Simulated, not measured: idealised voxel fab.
process module | voxel transistor to metal
cross-section cut | 285 nm wide | cells 5 nm
A cross-section is a grid of square cells, given in bands from the top down. A band is one or more rows of cells.
Each band's line starts with the height of the band's top and of its bottom, in nm. Then come its materials from left to right, each with its width in nm. One material with "throughout" fills the band from edge to edge. "air" is empty space.
Height 0 is the level under which the wafer as received is all one material. The lowest band goes on downwards, as in "0 down".
A width such as "30 to 40" changes by the same amount from each row of cells to the next, from the band's top row to its bottom row.
"no change" after a step means that no cell of the cross-section changed.
closed voids: empty space of 8 cells or more with no open way to the top, each as width x height at its distance from the left edge, in nm
after a step's settings: what the simulator itself notes on the step
overlay nm, on a step with a mask: how far to the right of its planned place the mask lay; to the left if negative
plan
1 op RECEIVE | material Si
2 op CONFORMAL_DEP | material SiO2 | thk nm 5
3 op CONFORMAL_DEP | material SiN | thk nm 10
4 op MASKED_ETCH | tone cover | mask id ACTIVE | width nm 95 | pitch nm 125 | etch materials SiN | depth nm 10 | overlay nm 0
5 op MASKED_ETCH | tone cover | mask id ACTIVE | width nm 95 | pitch nm 125 | etch materials SiO2 | depth nm 5 | overlay nm 0
6 op MASKED_ETCH | tone cover | mask id ACTIVE | width nm 95 | pitch nm 125 | etch materials Si | depth nm 35 | overlay nm 0
7 op FILL_DEP | material SiO2 | thk nm 10
8 op CMP | height nm 15
9 op SELECTIVE_ETCH | etch materials SiO2 | depth nm 5
10 op STRIP | etch materials SiN
11 op SELECTIVE_ETCH | etch materials SiO2 | depth nm 5
12 op OXIDIZE | depth nm 5
13 op DIRECTIONAL_DEP | material polySi | thk nm 20
14 op DIRECTIONAL_DEP | material SiCN | thk nm 10
15 op PATTERN | tone cover | mask id GATE | material resist | width nm 25 | pitch nm 125 | thk nm 20 | overlay nm 0
16 op DIRECTIONAL_ETCH | etch materials SiCN | depth nm 20
17 op DIRECTIONAL_ETCH | etch materials polySi | depth nm 30
18 op STRIP | etch materials resist
19 op CONFORMAL_DEP | material SiN | thk nm 10
20 op DIRECTIONAL_ETCH | etch materials SiN | depth nm 10
21 op DIRECTIONAL_ETCH | etch materials SiO2 | depth nm 5
22 op DIRECTIONAL_ETCH | etch materials Si | depth nm 5
23 op EPI | material SiGe | thk nm 10
24 op FILL_DEP | material SiO2 | thk nm 5
25 op CMP | height nm 30
26 op DIRECTIONAL_DEP | material SiO2 | thk nm 10
27 op MASKED_ETCH | tone open | mask id CONTACT | width nm 15 | etch materials SiO2 | depth nm 35 | overlay nm 0
28 op CONFORMAL_DEP | material TiN | thk nm 5
29 op FILL_DEP | material Ru | thk nm 5
30 op CMP | height nm 40
31 op DIRECTIONAL_DEP | material TiN | thk nm 5
32 op DIRECTIONAL_DEP | material Ru | thk nm 25
33 op MASKED_ETCH | tone cover | mask id METAL_1 | width nm 15 | etch materials Ru | depth nm 25 | overlay nm 0
34 op MASKED_ETCH | tone cover | mask id METAL_1 | width nm 15 | etch materials TiN | depth nm 5 | overlay nm 0
35 op FILL_DEP | material lowk | thk nm 10
36 op CMP | height nm 70
37 op CONFORMAL_DEP | material SiN | thk nm 5
as received, after step 1
  0 down: Si throughout
  closed voids: none
a wafer at the end: this start, this plan, one mistake
  75 to 70: SiN throughout
  70 to 45: lowk 35 | Ru 15 | lowk 55 | Ru 15 | lowk 40 | Ru 15 | lowk 55 | Ru 15 | lowk 40
  45 to 40: lowk 35 | TiN 15 | lowk 55 | TiN 15 | lowk 40 | TiN 15 | lowk 55 | TiN 15 | lowk 40
  40 to 35: SiO2 35 | TiN 5 | Ru 5 | TiN 5 | SiO2 55 | TiN 5 | Ru 5 | TiN 5 | SiO2 40 | TiN 5 | Ru 5 | TiN 5 | SiO2 55 | TiN 5 | Ru 5 | TiN 5 | SiO2 40
  35 to 30: SiO2 35 | TiN 5 | Ru 5 | TiN 5 | SiO2 55 | TiN 15 | SiO2 40 | TiN 5 | Ru 5 | TiN 5 | SiO2 55 | TiN 15 | SiO2 40
  30 to 20: SiO2 35 | TiN 5 | Ru 5 | TiN 5 | SiO2 15 | SiN 10 | SiCN 25 | SiN 10 | TiN 10 | SiO2 40 | TiN 5 | Ru 5 | TiN 5 | SiO2 15 | SiN 10 | SiCN 25 | SiN 10 | TiN 10 | SiO2 40
  20 to 10: SiO2 35 | TiN 5 | Ru 5 | TiN 5 | SiO2 15 | SiN 10 | polySi 25 | SiN 10 | TiN 10 | SiO2 40 | TiN 5 | Ru 5 | TiN 5 | SiO2 15 | SiN 10 | polySi 25 | SiN 10 | TiN 10 | SiO2 40
  10 to 5: SiO2 35 | TiN 15 | SiO2 15 | SiN 10 | polySi 25 | SiN 10 | TiN 10 | SiO2 40 | TiN 15 | SiO2 15 | SiN 10 | polySi 25 | SiN 10 | TiN 10 | SiO2 40
  5 to 0: SiO2 25 | SiN 10 | SiGe 10 | SiO2 10 | SiGe 10 | SiN 10 | polySi 25 | SiN 10 | SiGe 10 | SiN 10 | SiO2 20 | SiN 10 | SiGe 10 | SiO2 10 | SiGe 10 | SiN 10 | polySi 25 | SiN 10 | SiGe 10 | SiN 10 | SiO2 30
  0 to -5: SiO2 35 | SiGe 30 | SiO2 45 | SiGe 10 | SiO2 40 | SiGe 30 | SiO2 45 | SiGe 10 | SiO2 40
  -5 to -10: SiO2 30 | Si 5 | SiGe 30 | Si 45 | SiGe 10 | Si 5 | SiO2 30 | Si 5 | SiGe 30 | Si 45 | SiGe 10 | Si 5 | SiO2 35
  -10 to -35: SiO2 30 | Si 95 | SiO2 30 | Si 95 | SiO2 35
  -35 down: Si throughout
  closed voids: none
what went wrong: step 15 ran as: op PATTERN | tone cover | mask id GATE | material resist | width nm 25 | pitch nm 125 | thk nm 20 | overlay nm 10
